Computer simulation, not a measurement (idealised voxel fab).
process module | voxel self aligned contacts
cross-section cut | 235 nm wide | cells 5 nm
A cross-section is a grid of square cells, given in bands from the top down. A band is one or more rows of cells.
Each band's line starts with the height of the band's top and of its bottom, in nm. Then come its materials from left to right, each with its width in nm. One material with "throughout" fills the band from edge to edge. "air" is empty space.
Height 0 is the level under which the wafer as received is all one material. The lowest band goes on downwards, as in "0 down".
A width such as "30 to 40" changes by the same amount from each row of cells to the next, from the band's top row to its bottom row.
"no change" after a step means that no cell of the cross-section changed.
closed voids: empty space of 8 cells or more with no open way to the top, each as width x height at its distance from the left edge, in nm
after a step's settings: what the simulator itself notes on the step
overlay nm, on a step with a mask: how far to the right of its planned place the mask lay; to the left if negative
plan
1 op RECEIVE | material Si
2 op CONFORMAL_DEP | material SiO2 | thk nm 5
3 op DIRECTIONAL_DEP | material polySi | thk nm 30
4 op DIRECTIONAL_DEP | material SiN | thk nm 20
5 op DIRECTIONAL_DEP | material aC | thk nm 15
6 op PATTERN | tone cover | mask id GATE | material resist | width nm 35 | pitch nm 75 | thk nm 30 | overlay nm 0
7 op DIRECTIONAL_ETCH | etch materials aC | depth nm 15
8 op STRIP | etch materials resist
9 op DIRECTIONAL_ETCH | etch materials SiN | depth nm 20
10 op DIRECTIONAL_ETCH | etch materials polySi | depth nm 30
11 op STRIP | etch materials aC
12 op CONFORMAL_DEP | material SiN | thk nm 10
13 op DIRECTIONAL_ETCH | etch materials SiN | depth nm 10
14 op FILL_DEP | material SiO2 | thk nm 20
15 op CMP | height nm 65
16 op DIRECTIONAL_DEP | material aC | thk nm 15
17 op PATTERN | tone open | mask id CONTACT | material resist | width nm 50 | pitch nm 75 | thk nm 35 | overlay nm 0
18 op DIRECTIONAL_ETCH | etch materials aC | depth nm 15
19 op STRIP | etch materials resist
20 op DIRECTIONAL_ETCH | etch materials SiO2 | depth nm 65
21 op STRIP | etch materials aC
22 op CONFORMAL_DEP | material TiN | thk nm 5
23 op FILL_DEP | material W | thk nm 10
24 op CMP | height nm 65
25 op CONFORMAL_DEP | material SiCN | thk nm 5
as received, after step 1
  0 down: Si throughout
  closed voids: none
first wafer at the end, as planned
  70 to 65: SiCN throughout
  65 to 55: SiO2 55 | TiN 5 to 20 | W 40 to 10 | TiN 5 to 20 | SiO2 25 | TiN 5 to 20 | W 40 to 10 | TiN 5 to 20 | SiO2 55
  55 to 35: SiO2 15 | SiN 55 | TiN 5 | W 10 | TiN 5 | SiN 55 | TiN 5 | W 10 | TiN 5 | SiN 55 | SiO2 15
  35 to 5: SiO2 15 | SiN 10 | polySi 35 | SiN 10 | TiN 5 | W 10 | TiN 5 | SiN 10 | polySi 35 | SiN 10 | TiN 5 | W 10 | TiN 5 | SiN 10 | polySi 35 | SiN 10 | SiO2 15
  5 to 0: SiO2 70 | TiN 20 | SiO2 55 | TiN 20 | SiO2 70
  0 down: Si throughout
  closed voids: none
second wafer at the end: like start, like plan, one mistake
  85 to 80: SiCN throughout
  80 to 70: W throughout
  70 to 65: TiN 60 | W 40 | TiN 35 | W 40 | TiN 60
  65 to 55: SiO2 55 | TiN 5 to 20 | W 40 to 10 | TiN 5 to 20 | SiO2 25 | TiN 5 to 20 | W 40 to 10 | TiN 5 to 20 | SiO2 55
  55 to 35: SiO2 15 | SiN 55 | TiN 5 | W 10 | TiN 5 | SiN 55 | TiN 5 | W 10 | TiN 5 | SiN 55 | SiO2 15
  35 to 5: SiO2 15 | SiN 10 | polySi 35 | SiN 10 | TiN 5 | W 10 | TiN 5 | SiN 10 | polySi 35 | SiN 10 | TiN 5 | W 10 | TiN 5 | SiN 10 | polySi 35 | SiN 10 | SiO2 15
  5 to 0: SiO2 70 | TiN 20 | SiO2 55 | TiN 20 | SiO2 70
  0 down: Si throughout
  closed voids: none
what went wrong: step 24 was left out
at the end the second wafer has, in cells: 31 more of TiN | 110 more of W
